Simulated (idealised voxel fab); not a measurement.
Herein follows the process module entitled voxel self aligned vias.
Xsec cut, 280 nm wide, square cell size 5 nm.
The cross-sections in this document take the form of a grid made of square cells. They are written out as bands, in order from top to bottom. Each band consists of one or more rows of cells.
Top height, bottom height, nm. Materials left to right, width each, nm. Single material + "edge to edge" = fills band edge to edge. "air" = empty.
All heights in this document are referenced to 0, defined as the level beneath which the wafer, as received, consists entirely of one material. The lowest band is not bounded below; it extends indefinitely downward and is written in the form "0..down".
Per-row width for "30..40": begins at first number (top row of band), ends at second number (bottom row), increment between rows held constant.
"no modification" (step): cross-section cells unchanged, all of them.
Heads up: "Unvented voids" only lists the empty pockets with no open path to the top that are 8 cells or more, and it writes them as width x height at distance, distance from the left edge, in nm.
Post-settings text on a step line: simulator's own remark regarding the step.
The "overlay nm" setting may appear on a step's line; for a step that uses a mask, it gives how far to the right of its planned position the mask lay, and a negative value indicates the left.
## plan
1. RECEIVE | material Si
2. CONFORMAL_DEP | material SiO2 | thk nm 15
3. CONFORMAL_DEP | material SiCN | thk nm 5
4. DIRECTIONAL_DEP | material SiO2 | thk nm 25
5. DIRECTIONAL_DEP | material aC | thk nm 10
6. PATTERN | tone open | mask id LINES | material resist | width nm 30 | pitch nm 60 | thk nm 25 | overlay nm 0
7. DIRECTIONAL_ETCH | etch materials aC | depth nm 10
8. STRIP | etch materials resist
9. DIRECTIONAL_ETCH | etch materials SiO2 | depth nm 25
10. STRIP | etch materials aC
11. CONFORMAL_DEP | material TiN | thk nm 5
12. FILL_DEP | material Ru | thk nm 10
13. CMP | height nm 45
14. SELECTIVE_ETCH | etch materials W Ru TiN | depth nm 5
15. FILL_DEP | material SiN | thk nm 10
16. CMP | height nm 45
17. DIRECTIONAL_DEP | material SiO2 | thk nm 20
18. DIRECTIONAL_DEP | material aC | thk nm 15
19. PATTERN | tone open | mask id VIAS | material resist | width nm 30 | pitch nm 120 | thk nm 35 | overlay nm 0
20. DIRECTIONAL_ETCH | etch materials aC | depth nm 15
21. STRIP | etch materials resist
22. DIRECTIONAL_ETCH | etch materials SiO2 | depth nm 20
23. DIRECTIONAL_ETCH | etch materials SiN | depth nm 5
24. STRIP | etch materials aC
25. CONFORMAL_DEP | material TiN | thk nm 5
26. FILL_DEP | material Ru | thk nm 5
27. CMP | height nm 65
28. CONFORMAL_DEP | material SiCN | thk nm 5
For this document, wafers share an identical start and vary in the step 19 width nm; the plan quotes the first wafer's value.
## Cross-section of the first incoming wafer of several, state after step 1
	0..down  Si edge to edge
	Unvented voids: none
## The table below has one row for each wafer; a row shows, as of the end of the module, how many cells of each material the wafer has gained, marked (+), or lost, marked (-), since it was received, and then the wafer's closed voids
width nm 30 | +68 Ru | +112 SiCN | +6 SiN | +534 SiO2 | +64 TiN | Unvented voids: none
width nm 35 | +74 Ru | +112 SiCN | +6 SiN | +526 SiO2 | +66 TiN | Unvented voids: none
width nm 40 | +80 Ru | +112 SiCN | +6 SiN | +518 SiO2 | +68 TiN | Unvented voids: none
width nm 45 | +86 Ru | +112 SiCN | +6 SiN | +510 SiO2 | +70 TiN | Unvented voids: none
width nm 50 | +92 Ru | +112 SiCN | +6 SiN | +502 SiO2 | +72 TiN | Unvented voids: none
width nm 55 | +98 Ru | +112 SiCN | +6 SiN | +494 SiO2 | +74 TiN | Unvented voids: none
